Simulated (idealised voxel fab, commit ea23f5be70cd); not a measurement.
process module | voxel lift off
cross-section cut | 230 nm wide | cells 5 nm
A cross-section is a grid of square cells, given in bands from the top down. A band is one or more rows of cells.
Each band's line starts with the height of the band's top and of its bottom, in nm. Then come its materials from left to right, each with its width in nm. One material with "throughout" fills the band from edge to edge. "air" is empty space.
Height 0 is the level under which the wafer as received is all one material. The lowest band goes on downwards, as in "0 down".
A width such as "30 to 40" changes by the same amount from each row of cells to the next, from the band's top row to its bottom row.
"no change" after a step means that no cell of the cross-section changed.
closed voids: empty space of 8 cells or more with no open way to the top, each as width x height at its distance from the left edge, in nm
after a step's settings: what the simulator itself notes on the step
overlay nm, on a step with a mask: how far to the right of its planned place the mask lay; to the left if negative
plan
1 op RECEIVE | material Si
2 op CONFORMAL_DEP | material SiN | thk nm 5
3 op PATTERN | tone open | mask id LINES | material resist | width nm 30 | pitch nm 55 | thk nm 15 | overlay nm 0
4 op DIRECTIONAL_DEP | material Ru | thk nm 5
5 op STRIP | etch materials resist
6 op CONFORMAL_DEP | material SiO2 | thk nm 10
as received, after step 1
  0 down: Si throughout
  closed voids: none
a wafer at the end: this start, this plan, one mistake
  20 to 15: air 35 | SiO2 50 | air 5 | SiO2 50 | air 5 | SiO2 50 | air 35
  15 to 10: SiO2 throughout
  10 to 5: SiO2 45 | SiN 30 | SiO2 25 | SiN 30 | SiO2 25 | SiN 30 | SiO2 45
  5 to 0: SiN throughout
  0 down: Si throughout
  closed voids: none
what went wrong: step 4 ran as: op DIRECTIONAL_DEP | material SiN | thk nm 5
